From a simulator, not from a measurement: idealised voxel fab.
The process module presented herein is designated voxel local oxidation.
Cross-section cut: width 220 nm, square cells of 5 nm.
Cross-section format: a grid of square cells, given as bands from top to bottom; each band is one or more rows of cells.
Heights first: top, then bottom, in nm. Then materials, left to right, each with a width in nm. "all across" on a single material: fills the band edge to edge. "air": empty space.
Heights are expressed relative to 0, this being the level below which the as-received wafer comprises one material exclusively. The lowest band is unbounded in the downward direction and is denoted as in "from 0 down".
When a width is written as two numbers, as in "30..40", the first number is the width in the top row of cells of the band and the second is the width in its bottom row, and the width changes by the same amount from each row to the next.
"no alterations made" means the step left every cell of the cross-section as it was.
So "Voids, fully enclosed" is basically the list of trapped voids: any empty space of 8 cells or more that can't reach the top through an opening. They're written width x height at distance, the distance being from the left edge, and it's all nm.
Past the settings on a step's line: simulator remark, on that step.
The setting "overlay nm" may be written on the line of a step. When the step uses a mask, the value reports how far to the right of the planned place the mask lay, and a negative value reports that it lay to the left.
Steps planned for the process
1) RECEIVE (material Si)
2) OXIDIZE (depth nm 5)
3) CONFORMAL_DEP (material SiN; thk nm 15)
4) PATTERN (tone cover; mask id ACTIVE; material resist; width nm 110; thk nm 15; overlay nm 0)
5) DIRECTIONAL_ETCH (etch materials SiN; depth nm 15)
6) STRIP (etch materials resist)
7) SELECTIVE_ETCH (etch materials SiO2; depth nm 5)
8) OXIDIZE (depth nm 10)
9) STRIP (etch materials SiN)
Step 1 complete: cross-section of the wafer as received
from 0 down: Si all across
Voids, fully enclosed: none
First of two wafers: cross-section at end of module, run per plan
from 0 to -5: air 60 nm | SiO2 100 nm | air 60 nm
from -5 to -15: SiO2 70 nm | Si 80 nm | SiO2 70 nm
from -15 down: Si all across
Voids, fully enclosed: none
End of module, second wafer, cross-section. Started like the first, planned like the first, run with one mistake
from 10 to -5: SiO2 all across
from -5 down: Si all across
Voids, fully enclosed: none
The plan and the run diverged here: off-plan run, step 3, actual operation and settings CONFORMAL_DEP (material SiO2; thk nm 15)
Materials where the second wafer ends with more or fewer cells than the first: +56 Si; +56 SiO2
